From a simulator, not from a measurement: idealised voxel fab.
process module | voxel ribs on slabs
cross-section cut | 165 nm wide | cells 5 nm
A cross-section is a grid of square cells, given in bands from the top down. A band is one or more rows of cells.
Each band's line starts with the height of the band's top and of its bottom, in nm. Then come its materials from left to right, each with its width in nm. One material with "throughout" fills the band from edge to edge. "air" is empty space.
Height 0 is the level under which the wafer as received is all one material. The lowest band goes on downwards, as in "0 down".
A width such as "30 to 40" changes by the same amount from each row of cells to the next, from the band's top row to its bottom row.
"no change" after a step means that no cell of the cross-section changed.
closed voids: empty space of 8 cells or more with no open way to the top, each as width x height at its distance from the left edge, in nm
after a step's settings: what the simulator itself notes on the step
overlay nm, on a step with a mask: how far to the right of its planned place the mask lay; to the left if negative
plan
1 op RECEIVE | material Si
2 op DIRECTIONAL_DEP | material SiO2 | thk nm 20
3 op DIRECTIONAL_DEP | material SiN | thk nm 20
4 op PATTERN | tone cover | mask id RIB | material resist | width nm 30 | thk nm 15 | overlay nm 0
5 op DIRECTIONAL_ETCH | etch materials SiN | depth nm 5
6 op STRIP | etch materials resist
7 op PATTERN | tone cover | mask id SLAB | material resist | width nm 70 | thk nm 20 | overlay nm 0
8 op DIRECTIONAL_ETCH | etch materials SiN | depth nm 15
9 op STRIP | etch materials resist
10 op FILL_DEP | material SiO2 | thk nm 25
11 op CMP | height nm 60
12 op DIRECTIONAL_DEP | material W | thk nm 5
13 op PATTERN | tone cover | mask id HEATER | material resist | width nm 40 | thk nm 15 | overlay nm 0
14 op DIRECTIONAL_ETCH | etch materials W | depth nm 5
15 op STRIP | etch materials resist
16 op CONFORMAL_DEP | material SiN | thk nm 5
as received, after step 1
  0 down: Si throughout
  closed voids: none
a wafer at the end: this start, this plan, one mistake
  70 to 65: air 55 | SiN 50 | air 60
  65 to 60: SiN 60 | W 40 | SiN 65
  60 to 40: SiO2 throughout
  40 to 35: SiO2 65 | SiN 35 | SiO2 65
  35 to 20: SiO2 45 | SiN 70 | SiO2 50
  20 to 0: SiO2 throughout
  0 down: Si throughout
  closed voids: none
what went wrong: step 4 ran as: op PATTERN | tone cover | mask id RIB | material resist | width nm 35 | thk nm 15 | overlay nm 0
